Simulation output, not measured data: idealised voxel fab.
Module name: voxel transistor to metal (process module)
The cross-section on display is named cut; it measures 215 nm wide, and its cells are 5 nm squares.
In this document a cross-section is written as a grid of square cells. It is given as a series of bands, listed from the top down, and a band is one or more rows of cells. Within each band entry, the heights of the top and of the bottom of the band appear first, in that order and in nm; the materials of the band then follow from left to right, each with its corresponding width in nm. The designation "edge to edge" on a single material indicates that it fills the band from edge to edge; the designation "air" indicates empty space. Convention: height 0 is the level below which the wafer, as received, is all one material. The lowest band does not terminate at the bottom but continues downward, represented as "0 nm and below". The expression "30 to 40" gives the width at the extremes of the band, the first number at its top row of cells and the second at its bottom row, with the width changing by equal amounts from each row to the next in between. "no alteration" -> step changed no cross-section cell. Look at "Sealed internal voids" for the closed voids: empty spaces with no open path to the top, sized 8 cells or up. Each is width x height at distance, distance from the left edge, all nm. Whatever follows a step's settings on its line is a remark the simulator itself makes about that step. "overlay nm" on a masked step: distance the mask lay right of its planned place, negative for left.
**So here's the lineup of process steps we planned**
1 RECEIVE | material Si
2 OXIDIZE | depth nm 5
3 CONFORMAL_DEP | material SiN | thk nm 15
4 MASKED_ETCH | tone cover | mask id ACTIVE | width nm 135 | etch materials SiN | depth nm 15 | overlay nm 0
5 MASKED_ETCH | tone cover | mask id ACTIVE | width nm 135 | etch materials SiO2 | depth nm 5 | overlay nm 0
6 MASKED_ETCH | tone cover | mask id ACTIVE | width nm 135 | etch materials Si | depth nm 35 | overlay nm 0
7 OXIDIZE | depth nm 5
8 FILL_DEP | material SiO2 | thk nm 5
9 CMP | height nm 15
10 SELECTIVE_ETCH | etch materials SiO2 | depth nm 10
11 STRIP | etch materials SiN
12 SELECTIVE_ETCH | etch materials SiO2 | depth nm 5
13 OXIDIZE | depth nm 5
14 DIRECTIONAL_DEP | material polySi | thk nm 25
15 DIRECTIONAL_DEP | material SiCN | thk nm 10
16 PATTERN | tone cover | mask id GATE | material resist | width nm 35 | thk nm 15 | overlay nm 0
17 DIRECTIONAL_ETCH | etch materials SiCN | depth nm 20
18 DIRECTIONAL_ETCH | etch materials polySi | depth nm 35
19 STRIP | etch materials resist
20 CONFORMAL_DEP | material SiO2 | thk nm 5
21 DIRECTIONAL_ETCH | etch materials SiO2 | depth nm 5
22 CONFORMAL_DEP | material SiN | thk nm 5
23 DIRECTIONAL_ETCH | etch materials SiN | depth nm 5
24 DIRECTIONAL_ETCH | etch materials SiO2 | depth nm 5
25 DIRECTIONAL_ETCH | etch materials Si | depth nm 5
26 EPI | material pSi | thk nm 5
27 FILL_DEP | material SiO2 | thk nm 10
28 CMP | height nm 20
29 STRIP | etch materials polySi
30 SELECTIVE_ETCH | etch materials SiO2 | depth nm 5
31 CONFORMAL_DEP | material HfO2 | thk nm 5
32 CONFORMAL_DEP | material TiN | thk nm 5
33 FILL_DEP | material W | thk nm 5
34 CMP | height nm 15
35 DIRECTIONAL_DEP | material SiO2 | thk nm 15
36 MASKED_ETCH | tone open | mask id CONTACT | width nm 20 | pitch nm 95 | etch materials SiO2 | depth nm 40 | overlay nm 0
37 CONFORMAL_DEP | material TiN | thk nm 5
38 FILL_DEP | material Ru | thk nm 10
39 CMP | height nm 30
40 DIRECTIONAL_DEP | material TiN | thk nm 5
41 DIRECTIONAL_DEP | material W | thk nm 20
42 PATTERN | tone cover | mask id METAL_1 | material resist | width nm 20 | pitch nm 95 | thk nm 15 | overlay nm 0
43 DIRECTIONAL_ETCH | etch materials W | depth nm 20
44 DIRECTIONAL_ETCH | etch materials TiN | depth nm 5
45 STRIP | etch materials resist
46 CONFORMAL_DEP | material SiCN | thk nm 5
47 FILL_DEP | material lowk | thk nm 5
48 CMP | height nm 55
49 CONFORMAL_DEP | material SiCN | thk nm 5
50 DIRECTIONAL_DEP | material lowk | thk nm 25
51 PATTERN | tone open | mask id METAL_2_HOLES | material resist | width nm 15 | pitch nm 95 | thk nm 20 | overlay nm 0
52 DIRECTIONAL_ETCH | etch materials lowk | depth nm 25
53 STRIP | etch materials resist
54 DIRECTIONAL_DEP | material aC | thk nm 10
55 PATTERN | tone open | mask id METAL_2 | material resist | width nm 20 | pitch nm 95 | thk nm 25 | overlay nm 0
56 DIRECTIONAL_ETCH | etch materials aC | depth nm 10
57 STRIP | etch materials resist
58 DIRECTIONAL_ETCH | etch materials lowk | depth nm 15
59 DIRECTIONAL_ETCH | etch materials SiCN | depth nm 5
60 STRIP | etch materials aC
61 CONFORMAL_DEP | material TiN | thk nm 5
62 FILL_DEP | material Ru | thk nm 5
63 CMP | height nm 85
64 CONFORMAL_DEP | material SiCN | thk nm 5
**Received-state cross-section, reflecting completion of step 1**
> 0 nm and below: Si edge to edge
> Sealed internal voids: none
**Cross-sectional image of the first of two wafers at the end of the module, the run having proceeded as planned**
> 90 nm to 85 nm: SiCN edge to edge
> 85 nm to 75 nm: 50 of lowk; 5 of TiN; 10 of Ru; 5 of TiN; 75 of lowk; 5 of TiN; 10 of Ru; 5 of TiN; 50 of lowk
> 75 nm to 70 nm: 50 of lowk; 5 of TiN; 5 of Ru; 10 of TiN; 75 of lowk; 5 of TiN; 5 of Ru; 10 of TiN; 50 of lowk
> 70 nm to 60 nm: 50 of lowk; 5 of TiN; 5 of Ru; 5 of TiN; 80 of lowk; 5 of TiN; 5 of Ru; 5 of TiN; 55 of lowk
> 60 nm to 55 nm: 50 of SiCN; 15 of TiN; 80 of SiCN; 15 of TiN; 55 of SiCN
> 55 nm to 35 nm: 45 of lowk; 5 of SiCN; 20 of W; 5 of SiCN; 65 of lowk; 5 of SiCN; 20 of W; 5 of SiCN; 45 of lowk
> 35 nm to 30 nm: 50 of SiCN; 20 of TiN; 75 of SiCN; 20 of TiN; 50 of SiCN
> 30 nm to 15 nm: 50 of SiO2; 5 of TiN; 10 of Ru; 5 of TiN; 75 of SiO2; 5 of TiN; 10 of Ru; 5 of TiN; 50 of SiO2
> 15 nm to 0 nm: 50 of SiO2; 5 of TiN; 10 of Ru; 5 of TiN; 10 of SiO2; 5 of SiN; 5 of HfO2; 5 of TiN; 25 of W; 5 of TiN; 5 of HfO2; 5 of SiN; 10 of SiO2; 5 of TiN; 10 of Ru; 5 of TiN; 50 of SiO2
> 0 nm to -5 nm: 40 of SiO2; 5 of SiN; 5 of SiO2; 5 of TiN; 10 of Ru; 5 of TiN; 10 of SiO2; 5 of SiN; 5 of HfO2; 35 of TiN; 5 of HfO2; 5 of SiN; 10 of SiO2; 5 of TiN; 10 of Ru; 5 of TiN; 5 of SiO2; 5 of SiN; 40 of SiO2
> -5 nm to -10 nm: 50 of SiO2; 20 of TiN; 5 of SiO2; 5 of pSi; 5 of SiO2; 45 of HfO2; 5 of SiO2; 5 of pSi; 5 of SiO2; 20 of TiN; 50 of SiO2
> -10 nm to -15 nm: 45 of SiO2; 35 of pSi; 55 of Si; 35 of pSi; 45 of SiO2
> -15 nm to -45 nm: 45 of SiO2; 125 of Si; 45 of SiO2
> -45 nm and below: Si edge to edge
> Sealed internal voids: none
**second wafer at the end: like start, like plan, one mistake**
> 90 nm to 85 nm: SiCN edge to edge
> 85 nm to 75 nm: 50 of lowk; 5 of TiN; 10 of Ru; 5 of TiN; 75 of lowk; 5 of TiN; 10 of Ru; 5 of TiN; 50 of lowk
> 75 nm to 70 nm: 50 of lowk; 5 of TiN; 5 of Ru; 10 of TiN; 75 of lowk; 5 of TiN; 5 of Ru; 10 of TiN; 50 of lowk
> 70 nm to 60 nm: 50 of lowk; 5 of TiN; 5 of Ru; 5 of TiN; 80 of lowk; 5 of TiN; 5 of Ru; 5 of TiN; 55 of lowk
> 60 nm to 55 nm: 50 of SiCN; 15 of TiN; 80 of SiCN; 15 of TiN; 55 of SiCN
> 55 nm to 35 nm: 45 of lowk; 5 of SiCN; 20 of W; 5 of SiCN; 65 of lowk; 5 of SiCN; 20 of W; 5 of SiCN; 45 of lowk
> 35 nm to 30 nm: 50 of SiCN; 20 of TiN; 75 of SiCN; 20 of TiN; 50 of SiCN
> 30 nm to 15 nm: 50 of SiO2; 5 of TiN; 10 of Ru; 5 of TiN; 75 of SiO2; 5 of TiN; 10 of Ru; 5 of TiN; 50 of SiO2
> 15 nm to 5 nm: 50 of SiO2; 5 of TiN; 10 of Ru; 5 of TiN; 10 of SiO2; 5 of SiN; 5 of HfO2; 5 of TiN; 25 of W; 5 of TiN; 5 of HfO2; 5 of SiN; 10 of SiO2; 5 of TiN; 10 of Ru; 5 of TiN; 50 of SiO2
> 5 nm to 0 nm: 50 of SiO2; 5 of TiN; 10 of Ru; 5 of TiN; 10 of SiO2; 5 of SiN; 5 of HfO2; 35 of TiN; 5 of HfO2; 5 of SiN; 10 of SiO2; 5 of TiN; 10 of Ru; 5 of TiN; 50 of SiO2
> 0 nm to -5 nm: 50 of SiO2; 20 of TiN; 5 of SiO2; 5 of pSi; 5 of SiO2; 45 of HfO2; 5 of SiO2; 5 of pSi; 5 of SiO2; 20 of TiN; 50 of SiO2
> -5 nm to -10 nm: 45 of SiO2; 35 of pSi; 55 of Si; 35 of pSi; 45 of SiO2
> -10 nm to -45 nm: 45 of SiO2; 125 of Si; 45 of SiO2
> -45 nm and below: Si edge to edge
> Sealed internal voids: none
What went wrong in running the wafer? step 12 occupied the plan position of step 11, and the converse holds as well
Wrapping up, a cell-based count of both wafers puts the second over or under the first for these materials: -2 HfO2, -4 Ru, +25 Si, -4 SiN, -4 SiO2, -6 TiN, -5 W
